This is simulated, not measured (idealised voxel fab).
Name of the process module below: voxel quadruple lines
Pictured: cross-section cut, 245 nm wide, on a grid of 5 nm square cells.
Square cells in a grid make up a cross-section in this document, and the grid is given as bands, listed from the top down, each one or more rows of cells.
Band: top and bottom heights (nm) first, top before bottom; then materials from left to right, widths in nm. "all across" marks a sole material filling the band edge to edge. "empty" denotes empty space.
Below 0: as-received wafer, all one material; heights counted from there. Lowest band: no bottom, goes on down, written "z 0 and below".
The expression "30->40" gives the width at the extremes of the band, the first number at its top row of cells and the second at its bottom row, with the width changing by equal amounts from each row to the next in between.
Step marked "no alterations made"? Then no cell in the cross-section changed in it.
For the entry "Listed closed voids", the listed items are empty spaces with no open way to the top whose size is 8 cells or more; each item follows the pattern width x height at distance, where distance is from the left edge and all three are in nm.
On each step's line, the part that comes after the settings is the simulator's own comment on the step.
"overlay nm" on a masked step: distance the mask lay right of its planned place, negative for left.
## So here's the lineup of process steps we planned
1,RECEIVE, material Si
2,CONFORMAL_DEP, material Al2O3, thk nm 5
3,DIRECTIONAL_DEP, material W, thk nm 10
4,DIRECTIONAL_DEP, material polySi, thk nm 20
5,DIRECTIONAL_DEP, material aC, thk nm 20
6,PATTERN, tone cover, mask id MANDREL, material resist, width nm 35, pitch nm 100, thk nm 25, overlay nm 0
7,DIRECTIONAL_ETCH, etch materials aC, depth nm 20
8,STRIP, etch materials resist
9,CONFORMAL_DEP, material SiO2, thk nm 15
10,DIRECTIONAL_ETCH, etch materials SiO2, depth nm 15
11,STRIP, etch materials aC
12,DIRECTIONAL_ETCH, etch materials polySi, depth nm 20
13,STRIP, etch materials SiO2
14,CONFORMAL_DEP, material SiN, thk nm 10
15,DIRECTIONAL_ETCH, etch materials SiN, depth nm 10
16,STRIP, etch materials polySi
17,DIRECTIONAL_ETCH, etch materials W, depth nm 10
18,STRIP, etch materials SiN
## Here's what the wafer looked like in cross-section when it arrived - that's after step 1
    z 0 and below | Si all across
    Listed closed voids: none
## Here's the wafer cut in cross-section after the module, started and planned just like above, except one thing was done wrong in the run
    z 15 to 5 | 45 of empty, 10 of W, 15 of empty, 5 of W, 15 of empty, 10 of W, 45 of empty, 10 of W, 15 of empty, 5 of W, 15 of empty, 10 of W, 45 of empty
    z 5 to 0 | Al2O3 all across
    z 0 and below | Si all across
    Listed closed voids: none
Error vs. plan: contrary to plan, step 6 was performed as PATTERN, tone open, mask id MANDREL, material resist, width nm 35, pitch nm 100, thk nm 25, overlay nm 0
